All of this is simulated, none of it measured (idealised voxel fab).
process module | voxel fin reveal
cross-section cut | 280 nm wide | cells 5 nm
A cross-section is a grid of square cells, given in bands from the top down. A band is one or more rows of cells.
Each band's line starts with the height of the band's top and of its bottom, in nm. Then come its materials from left to right, each with its width in nm. One material with "throughout" fills the band from edge to edge. "air" is empty space.
Height 0 is the level under which the wafer as received is all one material. The lowest band goes on downwards, as in "0 down".
A width such as "30 to 40" changes by the same amount from each row of cells to the next, from the band's top row to its bottom row.
"no change" after a step means that no cell of the cross-section changed.
closed voids: empty space of 8 cells or more with no open way to the top, each as width x height at its distance from the left edge, in nm
after a step's settings: what the simulator itself notes on the step
overlay nm, on a step with a mask: how far to the right of its planned place the mask lay; to the left if negative
plan
1 op RECEIVE | material Si
2 op CONFORMAL_DEP | material SiN | thk nm 5
3 op PATTERN | tone cover | mask id FINS | material resist | width nm 15 | pitch nm 40 | thk nm 20 | overlay nm 0
4 op DIRECTIONAL_ETCH | etch materials SiN | depth nm 5
5 op DIRECTIONAL_ETCH | etch materials Si | depth nm 40
6 op STRIP | etch materials resist
7 op OXIDIZE | depth nm 5
8 op FILL_DEP | material SiO2 | thk nm 15
9 op CMP | height nm 5
10 op SELECTIVE_ETCH | etch materials SiO2 | depth nm 35
11 op STRIP | etch materials SiN
as received, after step 1
  0 down: Si throughout
  closed voids: none
first wafer at the end, as planned
  0 to -30: air 75 | Si 5 | air 35 | Si 5 | air 35 | Si 5 | air 35 | Si 5 | air 80
  -30 to -45: SiO2 75 | Si 5 | SiO2 35 | Si 5 | SiO2 35 | Si 5 | SiO2 35 | Si 5 | SiO2 80
  -45 down: Si throughout
  closed voids: none
second wafer at the end: like start, like plan, one mistake
  0 to -40: air 70 | SiO2 5 | Si 5 | SiO2 5 | air 25 | SiO2 5 | Si 5 | SiO2 5 | air 25 | SiO2 5 | Si 5 | SiO2 5 | air 25 | SiO2 5 | Si 5 | SiO2 5 | air 75
  -40 to -45: SiO2 75 | Si 5 | SiO2 35 | Si 5 | SiO2 35 | Si 5 | SiO2 35 | Si 5 | SiO2 80
  -45 down: Si throughout
  closed voids: none
what went wrong: step 8 ran as: op FILL_DEP | material SiN | thk nm 15
at the end the second wafer has, in cells: 40 fewer of SiO2
